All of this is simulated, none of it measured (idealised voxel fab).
This section sets out a process module, namely voxel ribs on slabs.
Section shown: cut. Width: 250 nm. Cell size: 5 nm, square.
Bands, listed from the top down, are how a cross-section gets written in this document; the cross-section itself is a grid of square cells, and a band is one or more rows of them. Within each band entry, the heights of the top and of the bottom of the band appear first, in that order and in nm; the materials of the band then follow from left to right, each with its corresponding width in nm. The designation "edge to edge" on a single material indicates that it fills the band from edge to edge; the designation "empty" indicates empty space. Heights are measured from 0, the level below which the as-received wafer is all one material; the lowest band has no bottom and continues downward, written as in "from 0 down". Width spec "30->40" -> top row of cells at first value, bottom row at second value, equal per-row change in between. What does "remained unchanged" mean for a step? It means no cell of the cross-section changed in that step. So "Voids, sealed" is basically the list of trapped voids: any empty space of 8 cells or more that can't reach the top through an opening. They're written width x height at distance, the distance being from the left edge, and it's all nm. On a step's line, text after the settings is the simulator commenting on that step. The "overlay nm" setting may appear on a step's line; for a step that uses a mask, it gives how far to the right of its planned position the mask lay, and a negative value indicates the left.
BELOW IS THE LIST OF PLANNED PROCESS STEPS
| 1 | RECEIVE, material Si |
| 2 | DIRECTIONAL_DEP, material SiO2, thk nm 20 |
| 3 | DIRECTIONAL_DEP, material SiN, thk nm 25 |
| 4 | PATTERN, tone cover, mask id RIB, material resist, width nm 25, thk nm 15, overlay nm 0 |
| 5 | DIRECTIONAL_ETCH, etch materials SiN, depth nm 5 |
| 6 | STRIP, etch materials resist |
| 7 | DIRECTIONAL_DEP, material aC, thk nm 10 |
| 8 | PATTERN, tone cover, mask id SLAB, material resist, width nm 55, thk nm 25, overlay nm 0 |
| 9 | DIRECTIONAL_ETCH, etch materials aC, depth nm 10 |
| 10 | STRIP, etch materials resist |
| 11 | DIRECTIONAL_ETCH, etch materials SiN, depth nm 20 |
| 12 | STRIP, etch materials aC |
| 13 | FILL_DEP, material SiO2, thk nm 25 |
| 14 | CMP, height nm 65 |
| 15 | DIRECTIONAL_DEP, material TiN, thk nm 10 |
| 16 | DIRECTIONAL_DEP, material aC, thk nm 15 |
| 17 | PATTERN, tone cover, mask id HEATER, material resist, width nm 35, thk nm 35, overlay nm 0 |
| 18 | DIRECTIONAL_ETCH, etch materials aC, depth nm 15 |
| 19 | STRIP, etch materials resist |
| 20 | DIRECTIONAL_ETCH, etch materials TiN, depth nm 10 |
| 21 | STRIP, etch materials aC |
| 22 | CONFORMAL_DEP, material SiN, thk nm 10 |
AS-RECEIVED WAFER CROSS-SECTION (AFTER STEP 1)
  from 0 down = Si edge to edge
  Voids, sealed: none
FINAL CROSS-SECTION, MODULE RUN WITH ONE MISTAKE (START AND PLAN AS ABOVE)
  from 85 to 75 = empty 95; TiN 55; empty 100
  from 75 to 65 = TiN edge to edge
  from 65 to 45 = SiO2 edge to edge
  from 45 to 40 = SiO2 110; SiN 25; SiO2 115
  from 40 to 20 = SiO2 95; SiN 55; SiO2 100
  from 20 to 0 = SiO2 edge to edge
  from 0 down = Si edge to edge
  Voids, sealed: none
Deviation noted in wafer processing: step 22 deviated from plan and actually ran as CONFORMAL_DEP, material TiN, thk nm 10
